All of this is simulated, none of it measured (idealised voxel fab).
Process module heading - voxel transistor to metal
Square cell edge 5 nm, section width 185 nm, ID cut.
How to read a cross-section here: the picture is a grid of square cells, written as bands going from the top down, and any band can span one or more rows of cells.
This entry defines a band. It first specifies the height of the band's top and the height of its bottom in nm, and then specifies the band's materials from left to right, stating each material with its width in nm. The word "full width" identifies a single material that fills the band from edge to edge, while the word "blank" identifies empty space.
Measure heights from 0. That's the level where, below it, the as-received wafer is all one material. The lowest band is bottomless and extends downward; write it as in "0 and below".
With a width like "30..40", each row of cells in the band differs from the next by the same amount, the top row carrying the first number and the bottom row the second.
Any step labelled "no alterations made" changed none of the cells in the cross-section.
Reported under the label "Non-vented voids" are the empty spaces having no open way to the top and comprising 8 cells or more; the notation for each is width x height at distance, in which the distance is measured from the left edge and all three values are in nm.
after a step's settings: what the simulator itself notes on the step
The setting "overlay nm" may be written on the line of a step. When the step uses a mask, the value reports how far to the right of the planned place the mask lay, and a negative value reports that it lay to the left.

[Planned step list for the process]
- 1: RECEIVE: material Si
- 2: CONFORMAL_DEP: material SiO2, thk nm 5
- 3: CONFORMAL_DEP: material SiN, thk nm 15
- 4: DIRECTIONAL_DEP: material aC, thk nm 15
- 5: PATTERN: tone cover, mask id ACTIVE, material resist, width nm 95, thk nm 30, overlay nm -15
- 6: DIRECTIONAL_ETCH: etch materials aC, depth nm 15
- 7: STRIP: etch materials resist
- 8: DIRECTIONAL_ETCH: etch materials SiN, depth nm 15
- 9: DIRECTIONAL_ETCH: etch materials SiO2, depth nm 5
- 10: DIRECTIONAL_ETCH: etch materials Si, depth nm 35
- 11: STRIP: etch materials aC
- 12: OXIDIZE: depth nm 5
- 13: FILL_DEP: material SiO2, thk nm 10
- 14: CMP: height nm 20
- 15: SELECTIVE_ETCH: etch materials SiO2, depth nm 15
- 16: STRIP: etch materials SiN
- 17: SELECTIVE_ETCH: etch materials SiO2, depth nm 5
- 18: OXIDIZE: depth nm 5
- 19: DIRECTIONAL_DEP: material polySi, thk nm 20
- 20: DIRECTIONAL_DEP: material SiCN, thk nm 10
- 21: MASKED_ETCH: tone cover, mask id GATE, width nm 25, etch materials SiCN, depth nm 20, overlay nm 0
- 22: MASKED_ETCH: tone cover, mask id GATE, width nm 25, etch materials polySi, depth nm 30, overlay nm 0
- 23: CONFORMAL_DEP: material SiN, thk nm 5
- 24: DIRECTIONAL_ETCH: etch materials SiN, depth nm 5
- 25: DIRECTIONAL_ETCH: etch materials SiO2, depth nm 5
- 26: DIRECTIONAL_ETCH: etch materials Si, depth nm 10
- 27: EPI: material SiGe, thk nm 10
- 28: FILL_DEP: material SiO2, thk nm 10
- 29: CMP: height nm 20
- 30: STRIP: etch materials polySi
- 31: SELECTIVE_ETCH: etch materials SiO2, depth nm 5
- 32: CONFORMAL_DEP: material HfO2, thk nm 5
- 33: CONFORMAL_DEP: material TiN, thk nm 5
- 34: FILL_DEP: material W, thk nm 10
- 35: CMP: height nm 15
- 36: DIRECTIONAL_DEP: material SiO2, thk nm 15
- 37: DIRECTIONAL_DEP: material aC, thk nm 15
- 38: PATTERN: tone open, mask id CONTACT, material resist, width nm 15, pitch nm 70, thk nm 35, overlay nm 0
- 39: DIRECTIONAL_ETCH: etch materials aC, depth nm 15
- 40: STRIP: etch materials resist
- 41: DIRECTIONAL_ETCH: etch materials SiO2, depth nm 35
- 42: STRIP: etch materials aC
- 43: CONFORMAL_DEP: material TiN, thk nm 5
- 44: FILL_DEP: material W, thk nm 10
- 45: CMP: height nm 30
- 46: DIRECTIONAL_DEP: material TiN, thk nm 5
- 47: DIRECTIONAL_DEP: material W, thk nm 25
- 48: MASKED_ETCH: tone cover, mask id METAL_1, width nm 15, pitch nm 70, etch materials W, depth nm 25, overlay nm 0
- 49: MASKED_ETCH: tone cover, mask id METAL_1, width nm 15, pitch nm 70, etch materials TiN, depth nm 5, overlay nm 0
- 50: CONFORMAL_DEP: material SiN, thk nm 5
- 51: FILL_DEP: material SiO2, thk nm 10
- 52: CMP: height nm 60
- 53: CONFORMAL_DEP: material SiCN, thk nm 5
The wafers in this document start out alike and differ in the overlay nm applied at step 5; the plan shows the value used for the first wafer.

[Cross-sectional view of the first of several wafers in the as-received condition, corresponding to the state following step 1]
- 0 and below  Si full width
- Non-vented voids: none

[Cross-section after step 53, the final step of the module, for the first of several wafers]
- 65 down to 60  SiCN full width
- 60 down to 35  45 nm SiO2, 5 nm SiN, 15 nm W, 5 nm SiN, 45 nm SiO2, 5 nm SiN, 15 nm W, 5 nm SiN, 45 nm SiO2
- 35 down to 30  50 nm SiN, 15 nm TiN, 55 nm SiN, 15 nm TiN, 50 nm SiN
- 30 down to 15  50 nm SiO2, 5 nm TiN, 5 nm W, 5 nm TiN, 55 nm SiO2, 5 nm TiN, 5 nm W, 5 nm TiN, 50 nm SiO2
- 15 down to 5  50 nm SiO2, 5 nm TiN, 5 nm W, 5 nm TiN, 10 nm SiO2, 5 nm SiN, 5 nm HfO2, 5 nm TiN, 5 nm W, 5 nm TiN, 5 nm HfO2, 5 nm SiN, 10 nm SiO2, 5 nm TiN, 5 nm W, 5 nm TiN, 50 nm SiO2
- 5 down to 0  50 nm SiO2, 5 nm TiN, 5 nm W, 5 nm TiN, 10 nm SiGe, 5 nm SiN, 5 nm HfO2, 15 nm TiN, 5 nm HfO2, 5 nm SiN, 10 nm SiGe, 5 nm TiN, 5 nm W, 5 nm TiN, 50 nm SiO2
- 0 down to -5  50 nm SiO2, 15 nm TiN, 10 nm SiGe, 35 nm HfO2, 10 nm SiGe, 15 nm TiN, 50 nm SiO2
- -5 down to -15  35 nm SiO2, 40 nm SiGe, 35 nm Si, 10 nm SiGe, 65 nm SiO2
- -15 down to -40  35 nm SiO2, 85 nm Si, 65 nm SiO2
- -40 and below  Si full width
- Non-vented voids: none

[Cross-section, last wafer, module completion]
- 65 down to 60  SiCN full width
- 60 down to 35  45 nm SiO2, 5 nm SiN, 15 nm W, 5 nm SiN, 45 nm SiO2, 5 nm SiN, 15 nm W, 5 nm SiN, 45 nm SiO2
- 35 down to 30  50 nm SiN, 15 nm TiN, 55 nm SiN, 15 nm TiN, 50 nm SiN
- 30 down to 15  50 nm SiO2, 5 nm TiN, 5 nm W, 5 nm TiN, 55 nm SiO2, 5 nm TiN, 5 nm W, 5 nm TiN, 50 nm SiO2
- 15 down to 5  50 nm SiO2, 5 nm TiN, 5 nm W, 5 nm TiN, 10 nm SiO2, 5 nm SiN, 5 nm HfO2, 5 nm TiN, 5 nm W, 5 nm TiN, 5 nm HfO2, 5 nm SiN, 10 nm SiO2, 5 nm TiN, 5 nm W, 5 nm TiN, 50 nm SiO2
- 5 down to 0  50 nm SiO2, 5 nm TiN, 5 nm W, 5 nm TiN, 10 nm SiGe, 5 nm SiN, 5 nm HfO2, 15 nm TiN, 5 nm HfO2, 5 nm SiN, 10 nm SiGe, 5 nm TiN, 5 nm W, 5 nm TiN, 50 nm SiO2
- 0 down to -5  50 nm SiO2, 15 nm TiN, 10 nm SiGe, 35 nm HfO2, 10 nm SiGe, 15 nm TiN, 50 nm SiO2
- -5 down to -15  65 nm SiO2, 10 nm SiGe, 35 nm Si, 40 nm SiGe, 35 nm SiO2
- -15 down to -40  65 nm SiO2, 85 nm Si, 35 nm SiO2
- -40 and below  Si full width
- Non-vented voids: none

[Basically each wafer gets a line in the table, showing it at the end of the module: material by material, the cells it gained (+) or lost (-) since we got it, then its closed voids]
overlay nm -15, +13 HfO2, -197 Si, +37 SiCN, +28 SiGe, +57 SiN, +456 SiO2, +43 TiN, +44 W, Non-vented voids: none
overlay nm -10, +13 HfO2, -197 Si, +37 SiCN, +28 SiGe, +57 SiN, +456 SiO2, +43 TiN, +44 W, Non-vented voids: none
overlay nm -5, +13 HfO2, -197 Si, +37 SiCN, +28 SiGe, +57 SiN, +456 SiO2, +43 TiN, +44 W, Non-vented voids: none
overlay nm 0, +13 HfO2, -197 Si, +37 SiCN, +28 SiGe, +57 SiN, +456 SiO2, +43 TiN, +44 W, Non-vented voids: none
overlay nm 5, +13 HfO2, -197 Si, +37 SiCN, +28 SiGe, +57 SiN, +456 SiO2, +43 TiN, +44 W, Non-vented voids: none
overlay nm 10, +13 HfO2, -197 Si, +37 SiCN, +28 SiGe, +57 SiN, +456 SiO2, +43 TiN, +44 W, Non-vented voids: none
overlay nm 15, +13 HfO2, -197 Si, +37 SiCN, +28 SiGe, +57 SiN, +456 SiO2, +43 TiN, +44 W, Non-vented voids: none
